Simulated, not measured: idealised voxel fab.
Proc. module: voxel ribs on slabs
This is section cut - it's 190 nm across, gridded in 5 nm square cells.
A cross-section is a grid of square cells, given in bands from the top down. A band is one or more rows of cells. Top height, bottom height, nm. Materials left to right, width each, nm. Single material + "all across" = fills band edge to edge. "empty" = empty. Heights are expressed relative to 0, this being the level below which the as-received wafer comprises one material exclusively. The lowest band is unbounded in the downward direction and is denoted as in "0 nm and below". When a width is written as two numbers, as in "30..40", the first number is the width in the top row of cells of the band and the second is the width in its bottom row, and the width changes by the same amount from each row to the next. Basically "remains unaltered" means that step didn't change any cell in the cross-section. Empty spaces counting at least 8 cells and having no open way to the top are listed in "Fully enclosed voids". The notation width x height at distance is used for each, the distance being from the left edge and all three values in nm. after a step's settings: what the simulator itself notes on the step. overlay nm: where the mask lay relative to plan, measured to the right, on steps with a mask; negatives go left.
Set out below are the planned steps of the process
1,RECEIVE (material Si)
2,DIRECTIONAL_DEP (material SiO2; thk nm 20)
3,DIRECTIONAL_DEP (material SiN; thk nm 20)
4,DIRECTIONAL_DEP (material aC; thk nm 10)
5,PATTERN (tone cover; mask id RIB; material resist; width nm 30; thk nm 30; overlay nm 0)
6,DIRECTIONAL_ETCH (etch materials aC; depth nm 10)
7,STRIP (etch materials resist)
8,DIRECTIONAL_ETCH (etch materials SiN; depth nm 10)
9,STRIP (etch materials aC)
10,MASKED_ETCH (tone cover; mask id SLAB; width nm 70; etch materials SiN; depth nm 10; overlay nm 0)
11,FILL_DEP (material SiO2; thk nm 20)
12,CMP (height nm 55)
13,DIRECTIONAL_DEP (material TiN; thk nm 10)
14,PATTERN (tone cover; mask id HEATER; material resist; width nm 40; thk nm 20; overlay nm 0)
15,DIRECTIONAL_ETCH (etch materials TiN; depth nm 10)
16,STRIP (etch materials resist)
17,CONFORMAL_DEP (material SiN; thk nm 5)
Incoming wafer in cross-section (state: after step 1)
- 0 nm and below = Si all across
- Fully enclosed voids: none
Run as planned - first of the two wafers cross-sectioned at the end of the module
- 70 nm to 65 nm = empty 70 nm | SiN 50 nm | empty 70 nm
- 65 nm to 60 nm = empty 70 nm | SiN 5 nm | TiN 40 nm | SiN 5 nm | empty 70 nm
- 60 nm to 55 nm = SiN 75 nm | TiN 40 nm | SiN 75 nm
- 55 nm to 40 nm = SiO2 all across
- 40 nm to 30 nm = SiO2 80 nm | SiN 30 nm | SiO2 80 nm
- 30 nm to 20 nm = SiO2 60 nm | SiN 70 nm | SiO2 60 nm
- 20 nm to 0 nm = SiO2 all across
- 0 nm and below = Si all across
- Fully enclosed voids: none
This is the second of the two wafers, cross-sectioned at the end of the module; it started exactly like the first and was given the same plan, but it was run with one mistake
- 5 nm to 0 nm = SiN all across
- 0 nm and below = Si all across
- Fully enclosed voids: none
Short version of what went wrong: step 16 ran differently from the plan; actual operation with settings: STRIP (etch materials SiO2)
Bottom line after processing is that, in cells, the second wafer is up or down on some materials versus the first: 44 fewer of SiN; 378 fewer of SiO2; 16 fewer of TiN
